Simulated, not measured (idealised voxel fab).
Process module, titled voxel wiring stack
The cross-section on display is named cut; it measures 290 nm wide, and its cells are 5 nm squares.
A cross-section is written here as square cells arranged in a grid, and it is given in bands from the top down, each band taking up one or more rows of cells.
Band: top height; bottom height; in nm. Then, left to right: material with width in nm, for each material. "all across": a single material spanning edge to edge. "empty": empty space.
Height 0 is the level under which the wafer as received is all one material. The lowest band goes on downwards, as in "from 0 down".
Note: "30..40" means the width goes from the first number (top row of the band) to the second number (bottom row) in equal steps per row of cells.
When a step is marked "no change occurred", none of the cells in the cross-section changed during that step.
Voids not open to the top, 8 cells minimum: see "Closed void entries". Written width x height at distance; distance is from the left edge; nm.
If you see something after the settings on a step's line, that's the simulator's own remark about that step.
A step line may carry the setting "overlay nm", which, for steps involving a mask, states the distance by which the mask lay to the right of its intended position; negative values denote displacement to the left.

The process steps that were planned are listed below
step 1: RECEIVE (material Si)
step 2: CONFORMAL_DEP (material SiO2; thk nm 10)
step 3: CONFORMAL_DEP (material SiCN; thk nm 5)
step 4: DIRECTIONAL_DEP (material SiO2; thk nm 25)
step 5: MASKED_ETCH (tone open; mask id METAL_1; width nm 20; pitch nm 45; etch materials SiO2; depth nm 25; overlay nm 0)
step 6: MASKED_ETCH (tone open; mask id METAL_1; width nm 20; pitch nm 45; etch materials SiCN; depth nm 5; overlay nm 0)
step 7: CONFORMAL_DEP (material TiN; thk nm 5)
step 8: FILL_DEP (material Cu; thk nm 5)
step 9: CMP (height nm 40)
step 10: CONFORMAL_DEP (material SiCN; thk nm 5)
step 11: DIRECTIONAL_DEP (material SiO2; thk nm 30)
step 12: MASKED_ETCH (tone open; mask id METAL_2; width nm 20; pitch nm 45; etch materials SiO2; depth nm 15; overlay nm 0)
step 13: PATTERN (tone open; mask id METAL_2_HOLES; material resist; width nm 15; thk nm 15; overlay nm 0)
step 14: DIRECTIONAL_ETCH (etch materials SiO2; depth nm 15)
step 15: DIRECTIONAL_ETCH (etch materials SiCN; depth nm 5)
step 16: STRIP (etch materials resist)
step 17: CONFORMAL_DEP (material TiN; thk nm 5)
step 18: FILL_DEP (material Cu; thk nm 5)
step 19: CMP (height nm 75)
step 20: CONFORMAL_DEP (material SiCN; thk nm 5)
step 21: DIRECTIONAL_DEP (material lowk; thk nm 30)
step 22: PATTERN (tone open; mask id METAL_3_HOLES; material resist; width nm 15; pitch nm 45; thk nm 20; overlay nm 0)
step 23: DIRECTIONAL_ETCH (etch materials lowk; depth nm 30)
step 24: STRIP (etch materials resist)
step 25: MASKED_ETCH (tone open; mask id METAL_3; width nm 20; pitch nm 45; etch materials lowk; depth nm 15; overlay nm 0)
step 26: MASKED_ETCH (tone open; mask id METAL_3; width nm 20; pitch nm 45; etch materials SiCN; depth nm 5; overlay nm 0)
step 27: CONFORMAL_DEP (material TiN; thk nm 5)
step 28: FILL_DEP (material Ru; thk nm 5)
step 29: CMP (height nm 110)
step 30: CONFORMAL_DEP (material SiCN; thk nm 5)
step 31: DIRECTIONAL_DEP (material lowk; thk nm 35)
step 32: DIRECTIONAL_DEP (material aC; thk nm 10)
step 33: PATTERN (tone open; mask id METAL_4_HOLES; material resist; width nm 15; thk nm 25; overlay nm 0)
step 34: DIRECTIONAL_ETCH (etch materials aC; depth nm 5)
step 35: STRIP (etch materials resist)
step 36: DIRECTIONAL_ETCH (etch materials lowk; depth nm 35)
step 37: STRIP (etch materials aC)
step 38: PATTERN (tone open; mask id METAL_4; material resist; width nm 20; pitch nm 45; thk nm 15; overlay nm 0)
step 39: DIRECTIONAL_ETCH (etch materials lowk; depth nm 20)
step 40: DIRECTIONAL_ETCH (etch materials SiCN; depth nm 5)
step 41: STRIP (etch materials resist)
step 42: CONFORMAL_DEP (material TiN; thk nm 5)
step 43: FILL_DEP (material Cu; thk nm 10)
step 44: CMP (height nm 150)
step 45: CONFORMAL_DEP (material SiN; thk nm 5)
For clarity, it should be stated that the wafers under discussion commence in an identical condition and differ with respect to the depth nm of step 34, the plan indicating the value that the first wafer had.

Cut through the first of several wafers as received, post step 1
    from 0 down  Si all across
    Closed void entries: none

first wafer at the end, after step 45
    from 155 to 150  SiN all across
    from 150 to 135  110 of lowk, 5 of TiN, 10 of Cu, 5 of TiN, 25 of lowk, 5 of TiN, 10 of Cu, 5 of TiN, 115 of lowk
    from 135 to 130  110 of lowk, 20 of TiN, 25 of lowk, 20 of TiN, 115 of lowk
    from 130 to 115  lowk all across
    from 115 to 110  SiCN all across
    from 110 to 100  110 of lowk, 5 of TiN, 10 of Ru, 5 of TiN, 25 of lowk, 5 of TiN, 10 of Ru, 5 of TiN, 115 of lowk
    from 100 to 95  110 of lowk, 5 of TiN, 5 of Ru, 10 of TiN, 25 of lowk, 5 of TiN, 5 of Ru, 10 of TiN, 115 of lowk
    from 95 to 80  110 of lowk, 5 of TiN, 5 of Ru, 5 of TiN, 30 of lowk, 5 of TiN, 5 of Ru, 5 of TiN, 120 of lowk
    from 80 to 75  110 of SiCN, 15 of TiN, 30 of SiCN, 15 of TiN, 120 of SiCN
    from 75 to 65  110 of SiO2, 5 of TiN, 10 of Cu, 5 of TiN, 25 of SiO2, 5 of TiN, 10 of Cu, 5 of TiN, 115 of SiO2
    from 65 to 60  110 of SiO2, 5 of TiN, 5 of Cu, 10 of TiN, 25 of SiO2, 20 of TiN, 115 of SiO2
    from 60 to 45  110 of SiO2, 5 of TiN, 5 of Cu, 5 of TiN, 165 of SiO2
    from 45 to 40  110 of SiCN, 15 of TiN, 165 of SiCN
    from 40 to 15  110 of SiO2, 5 of TiN, 10 of Cu, 5 of TiN, 25 of SiO2, 5 of TiN, 10 of Cu, 5 of TiN, 115 of SiO2
    from 15 to 10  110 of SiCN, 20 of TiN, 25 of SiCN, 20 of TiN, 115 of SiCN
    from 10 to 0  SiO2 all across
    from 0 down  Si all across
    Closed void entries: none

Wafer cross-section (last wafer, module end)
    from 155 to 150  SiN all across
    from 150 to 135  110 of lowk, 5 of TiN, 10 of Cu, 5 of TiN, 25 of lowk, 5 of TiN, 10 of Cu, 5 of TiN, 115 of lowk
    from 135 to 130  110 of lowk, 5 of TiN, 5 of Cu, 10 of TiN, 25 of lowk, 20 of TiN, 115 of lowk
    from 130 to 115  110 of lowk, 5 of TiN, 5 of Cu, 5 of TiN, 165 of lowk
    from 115 to 110  110 of SiCN, 15 of TiN, 165 of SiCN
    from 110 to 100  110 of lowk, 5 of TiN, 10 of Ru, 5 of TiN, 25 of lowk, 5 of TiN, 10 of Ru, 5 of TiN, 115 of lowk
    from 100 to 95  110 of lowk, 5 of TiN, 5 of Ru, 10 of TiN, 25 of lowk, 5 of TiN, 5 of Ru, 10 of TiN, 115 of lowk
    from 95 to 80  110 of lowk, 5 of TiN, 5 of Ru, 5 of TiN, 30 of lowk, 5 of TiN, 5 of Ru, 5 of TiN, 120 of lowk
    from 80 to 75  110 of SiCN, 15 of TiN, 30 of SiCN, 15 of TiN, 120 of SiCN
    from 75 to 65  110 of SiO2, 5 of TiN, 10 of Cu, 5 of TiN, 25 of SiO2, 5 of TiN, 10 of Cu, 5 of TiN, 115 of SiO2
    from 65 to 60  110 of SiO2, 5 of TiN, 5 of Cu, 10 of TiN, 25 of SiO2, 20 of TiN, 115 of SiO2
    from 60 to 45  110 of SiO2, 5 of TiN, 5 of Cu, 5 of TiN, 165 of SiO2
    from 45 to 40  110 of SiCN, 15 of TiN, 165 of SiCN
    from 40 to 15  110 of SiO2, 5 of TiN, 10 of Cu, 5 of TiN, 25 of SiO2, 5 of TiN, 10 of Cu, 5 of TiN, 115 of SiO2
    from 15 to 10  110 of SiCN, 20 of TiN, 25 of SiCN, 20 of TiN, 115 of SiCN
    from 10 to 0  SiO2 all across
    from 0 down  Si all across
    Closed void entries: none

wafer rows; end of module; cells per material since receipt: (+) gained, (-) lost; then closed voids
depth nm 5; +44 Cu; +16 Ru; +215 SiCN; +58 SiN; +681 SiO2; +104 TiN; +680 lowk; Closed void entries: none
depth nm 10; +48 Cu; +16 Ru; +212 SiCN; +58 SiN; +681 SiO2; +112 TiN; +671 lowk; Closed void entries: none
depth nm 15; +48 Cu; +16 Ru; +212 SiCN; +58 SiN; +681 SiO2; +112 TiN; +671 lowk; Closed void entries: none
depth nm 20; +48 Cu; +16 Ru; +212 SiCN; +58 SiN; +681 SiO2; +112 TiN; +671 lowk; Closed void entries: none
depth nm 25; +48 Cu; +16 Ru; +212 SiCN; +58 SiN; +681 SiO2; +112 TiN; +671 lowk; Closed void entries: none
